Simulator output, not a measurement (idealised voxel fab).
process module | voxel gate over fins
cross-section cut | 215 nm wide | cells 5 nm
A cross-section is a grid of square cells, given in bands from the top down. A band is one or more rows of cells.
Each band's line starts with the height of the band's top and of its bottom, in nm. Then come its materials from left to right, each with its width in nm. One material with "throughout" fills the band from edge to edge. "air" is empty space.
Height 0 is the level under which the wafer as received is all one material. The lowest band goes on downwards, as in "0 down".
A width such as "30 to 40" changes by the same amount from each row of cells to the next, from the band's top row to its bottom row.
"no change" after a step means that no cell of the cross-section changed.
closed voids: empty space of 8 cells or more with no open way to the top, each as width x height at its distance from the left edge, in nm
after a step's settings: what the simulator itself notes on the step
overlay nm, on a step with a mask: how far to the right of its planned place the mask lay; to the left if negative
plan
1 op RECEIVE | material Si
2 op CONFORMAL_DEP | material SiN | thk nm 5
3 op MASKED_ETCH | tone cover | mask id FINS | width nm 15 | pitch nm 60 | etch materials SiN | depth nm 5 | overlay nm 0
4 op MASKED_ETCH | tone cover | mask id FINS | width nm 15 | pitch nm 60 | etch materials Si | depth nm 30 | overlay nm 0
5 op FILL_DEP | material SiO2 | thk nm 5
6 op CMP | height nm 5
7 op MASKED_ETCH | tone open | mask id RAIL | width nm 15 | etch materials SiO2 | depth nm 30 | overlay nm 0
8 op CONFORMAL_DEP | material TiN | thk nm 5
9 op FILL_DEP | material W | thk nm 5
10 op CMP | height nm 5
11 op SELECTIVE_ETCH | etch materials W Ru TiN | depth nm 25
12 op FILL_DEP | material SiO2 | thk nm 5
13 op CMP | height nm 5
14 op SELECTIVE_ETCH | etch materials SiO2 | depth nm 15
15 op STRIP | etch materials SiN
16 op CONFORMAL_DEP | material HfO2 | thk nm 5
17 op CONFORMAL_DEP | material TiN | thk nm 5
18 op CONFORMAL_DEP | material TiAl | thk nm 5
19 op CONFORMAL_DEP | material TiN | thk nm 5
20 op FILL_DEP | material W | thk nm 10
21 op CMP | height nm 25
22 op CONFORMAL_DEP | material SiN | thk nm 5
first wafer, as planned
as received, after step 1
  0 down: Si throughout
  closed voids: none
after step 2
  5 to 0: SiN throughout
  below 0: unchanged
after step 3
  5 to 0: air 70 | SiN 15 | air 45 | SiN 15 | air 70
  below 0: unchanged
after step 4
  5 to 0: air 70 | SiN 15 | air 45 | SiN 15 | air 70
  0 to -30: air 70 | Si 15 | air 45 | Si 15 | air 70
  below -30: unchanged
after step 5
  10 to 5: SiO2 throughout
  5 to 0: SiO2 70 | SiN 15 | SiO2 45 | SiN 15 | SiO2 70
  0 to -30: SiO2 70 | Si 15 | SiO2 45 | Si 15 | SiO2 70
  below -30: unchanged
after step 6
  5 to 0: SiO2 70 | SiN 15 | SiO2 45 | SiN 15 | SiO2 70
  below 0: unchanged
after step 7
  5 to 0: SiO2 70 | SiN 15 | SiO2 15 | air 15 | SiO2 15 | SiN 15 | SiO2 70
  0 to -25: SiO2 70 | Si 15 | SiO2 15 | air 15 | SiO2 15 | Si 15 | SiO2 70
  below -25: unchanged
after step 8
  10 to 5: TiN 105 | air 5 | TiN 105
  5 to 0: SiO2 70 | SiN 15 | SiO2 15 | TiN 5 | air 5 | TiN 5 | SiO2 15 | SiN 15 | SiO2 70
  0 to -20: SiO2 70 | Si 15 | SiO2 15 | TiN 5 | air 5 | TiN 5 | SiO2 15 | Si 15 | SiO2 70
  -20 to -25: SiO2 70 | Si 15 | SiO2 15 | TiN 15 | SiO2 15 | Si 15 | SiO2 70
  below -25: unchanged
after step 9
  15 to 10: W throughout
  10 to 5: TiN 105 | W 5 | TiN 105
  5 to 0: SiO2 70 | SiN 15 | SiO2 15 | TiN 5 | W 5 | TiN 5 | SiO2 15 | SiN 15 | SiO2 70
  0 to -20: SiO2 70 | Si 15 | SiO2 15 | TiN 5 | W 5 | TiN 5 | SiO2 15 | Si 15 | SiO2 70
  below -20: unchanged
after step 10
  5 to 0: SiO2 70 | SiN 15 | SiO2 15 | TiN 5 | W 5 | TiN 5 | SiO2 15 | SiN 15 | SiO2 70
  below 0: unchanged
after step 11
  5 to 0: SiO2 70 | SiN 15 | SiO2 15 | air 15 | SiO2 15 | SiN 15 | SiO2 70
  0 to -20: SiO2 70 | Si 15 | SiO2 15 | air 15 | SiO2 15 | Si 15 | SiO2 70
  below -20: unchanged
after step 12
  10 to 5: SiO2 throughout
  5 to 0: SiO2 70 | SiN 15 | SiO2 45 | SiN 15 | SiO2 70
  0 to -20: SiO2 70 | Si 15 | SiO2 45 | Si 15 | SiO2 70
  below -20: unchanged
after step 13
  5 to 0: SiO2 70 | SiN 15 | SiO2 45 | SiN 15 | SiO2 70
  below 0: unchanged
after step 14
  5 to 0: air 70 | SiN 15 | air 45 | SiN 15 | air 70
  0 to -10: air 70 | Si 15 | air 45 | Si 15 | air 70
  below -10: unchanged
after step 15
  0 to -10: air 70 | Si 15 | air 45 | Si 15 | air 70
  below -10: unchanged
after step 16
  5 to 0: air 65 | HfO2 25 | air 35 | HfO2 25 | air 65
  0 to -5: air 65 | HfO2 5 | Si 15 | HfO2 5 | air 35 | HfO2 5 | Si 15 | HfO2 5 | air 65
  -5 to -10: HfO2 70 | Si 15 | HfO2 45 | Si 15 | HfO2 70
  below -10: unchanged
after step 17
  10 to 5: air 60 | TiN 35 | air 25 | TiN 35 | air 60
  5 to 0: air 60 | TiN 5 | HfO2 25 | TiN 5 | air 25 | TiN 5 | HfO2 25 | TiN 5 | air 60
  0 to -5: TiN 65 | HfO2 5 | Si 15 | HfO2 5 | TiN 35 | HfO2 5 | Si 15 | HfO2 5 | TiN 65
  below -5: unchanged
after step 18
  15 to 10: air 55 | TiAl 45 | air 15 | TiAl 45 | air 55
  10 to 5: air 55 | TiAl 5 | TiN 35 | TiAl 5 | air 15 | TiAl 5 | TiN 35 | TiAl 5 | air 55
  5 to 0: TiAl 60 | TiN 5 | HfO2 25 | TiN 5 | TiAl 25 | TiN 5 | HfO2 25 | TiN 5 | TiAl 60
  below 0: unchanged
after step 19
  20 to 15: air 50 | TiN 55 | air 5 | TiN 55 | air 50
  15 to 10: air 50 | TiN 5 | TiAl 45 | TiN 5 | air 5 | TiN 5 | TiAl 45 | TiN 5 | air 50
  10 to 5: TiN 55 | TiAl 5 | TiN 35 | TiAl 5 | TiN 15 | TiAl 5 | TiN 35 | TiAl 5 | TiN 55
  below 5: unchanged
after step 20
  30 to 20: W throughout
  20 to 15: W 50 | TiN 55 | W 5 | TiN 55 | W 50
  15 to 10: W 50 | TiN 5 | TiAl 45 | TiN 5 | W 5 | TiN 5 | TiAl 45 | TiN 5 | W 50
  below 10: unchanged
after step 21
  25 to 20: W throughout
  below 20: unchanged
after step 22
  30 to 25: SiN throughout
  below 25: unchanged
second wafer: like start, like plan, one mistake. Through step 6 it matches the first wafer
when step 7 should have ended
  5 to 0: SiO2 70 | SiN 15 | SiO2 10 | air 25 | SiO2 10 | SiN 15 | SiO2 70
  0 to -25: SiO2 70 | Si 15 | SiO2 10 | air 25 | SiO2 10 | Si 15 | SiO2 70
  below -25: unchanged
when step 8 should have ended
  10 to 5: TiN 100 | air 15 | TiN 100
  5 to 0: SiO2 70 | SiN 15 | SiO2 10 | TiN 5 | air 15 | TiN 5 | SiO2 10 | SiN 15 | SiO2 70
  0 to -20: SiO2 70 | Si 15 | SiO2 10 | TiN 5 | air 15 | TiN 5 | SiO2 10 | Si 15 | SiO2 70
  -20 to -25: SiO2 70 | Si 15 | SiO2 10 | TiN 25 | SiO2 10 | Si 15 | SiO2 70
  below -25: unchanged
when step 9 should have ended
  15 to 10: W throughout
  10 to 5: TiN 100 | W 15 | TiN 100
  5 to 0: SiO2 70 | SiN 15 | SiO2 10 | TiN 5 | W 15 | TiN 5 | SiO2 10 | SiN 15 | SiO2 70
  0 to -20: SiO2 70 | Si 15 | SiO2 10 | TiN 5 | W 15 | TiN 5 | SiO2 10 | Si 15 | SiO2 70
  below -20: unchanged
when step 10 should have ended
  5 to 0: SiO2 70 | SiN 15 | SiO2 10 | TiN 5 | W 15 | TiN 5 | SiO2 10 | SiN 15 | SiO2 70
  below 0: unchanged
when step 11 should have ended
  5 to 0: SiO2 70 | SiN 15 | SiO2 10 | air 25 | SiO2 10 | SiN 15 | SiO2 70
  0 to -20: SiO2 70 | Si 15 | SiO2 10 | air 25 | SiO2 10 | Si 15 | SiO2 70
  below -20: unchanged
when step 12 should have ended
  10 to 5: SiO2 throughout
  5 to 0: SiO2 70 | SiN 15 | SiO2 45 | SiN 15 | SiO2 70
  0 to -20: SiO2 70 | Si 15 | SiO2 45 | Si 15 | SiO2 70
  below -20: unchanged
when step 13 should have ended
  5 to 0: SiO2 70 | SiN 15 | SiO2 45 | SiN 15 | SiO2 70
  below 0: unchanged
when step 14 should have ended
  5 to 0: air 70 | SiN 15 | air 45 | SiN 15 | air 70
  0 to -10: air 70 | Si 15 | air 45 | Si 15 | air 70
  below -10: unchanged
when step 15 should have ended
  0 to -10: air 70 | Si 15 | air 45 | Si 15 | air 70
  below -10: unchanged
when step 16 should have ended
  5 to 0: air 65 | HfO2 25 | air 35 | HfO2 25 | air 65
  0 to -5: air 65 | HfO2 5 | Si 15 | HfO2 5 | air 35 | HfO2 5 | Si 15 | HfO2 5 | air 65
  -5 to -10: HfO2 70 | Si 15 | HfO2 45 | Si 15 | HfO2 70
  below -10: unchanged
when step 17 should have ended
  10 to 5: air 60 | TiN 35 | air 25 | TiN 35 | air 60
  5 to 0: air 60 | TiN 5 | HfO2 25 | TiN 5 | air 25 | TiN 5 | HfO2 25 | TiN 5 | air 60
  0 to -5: TiN 65 | HfO2 5 | Si 15 | HfO2 5 | TiN 35 | HfO2 5 | Si 15 | HfO2 5 | TiN 65
  below -5: unchanged
when step 18 should have ended
  15 to 10: air 55 | TiAl 45 | air 15 | TiAl 45 | air 55
  10 to 5: air 55 | TiAl 5 | TiN 35 | TiAl 5 | air 15 | TiAl 5 | TiN 35 | TiAl 5 | air 55
  5 to 0: TiAl 60 | TiN 5 | HfO2 25 | TiN 5 | TiAl 25 | TiN 5 | HfO2 25 | TiN 5 | TiAl 60
  below 0: unchanged
when step 19 should have ended
  20 to 15: air 50 | TiN 55 | air 5 | TiN 55 | air 50
  15 to 10: air 50 | TiN 5 | TiAl 45 | TiN 5 | air 5 | TiN 5 | TiAl 45 | TiN 5 | air 50
  10 to 5: TiN 55 | TiAl 5 | TiN 35 | TiAl 5 | TiN 15 | TiAl 5 | TiN 35 | TiAl 5 | TiN 55
  below 5: unchanged
when step 20 should have ended
  30 to 20: W throughout
  20 to 15: W 50 | TiN 55 | W 5 | TiN 55 | W 50
  15 to 10: W 50 | TiN 5 | TiAl 45 | TiN 5 | W 5 | TiN 5 | TiAl 45 | TiN 5 | W 50
  below 10: unchanged
when step 21 should have ended
  25 to 20: W throughout
  below 20: unchanged
when step 22 should have ended
  30 to 25: SiN throughout
  below 25: unchanged
what went wrong: step 7 ran as: op MASKED_ETCH | tone open | mask id RAIL | width nm 25 | etch materials SiO2 | depth nm 30 | overlay nm 0
at the end the second wafer has, in cells: 2 fewer of SiO2 | 2 more of TiN
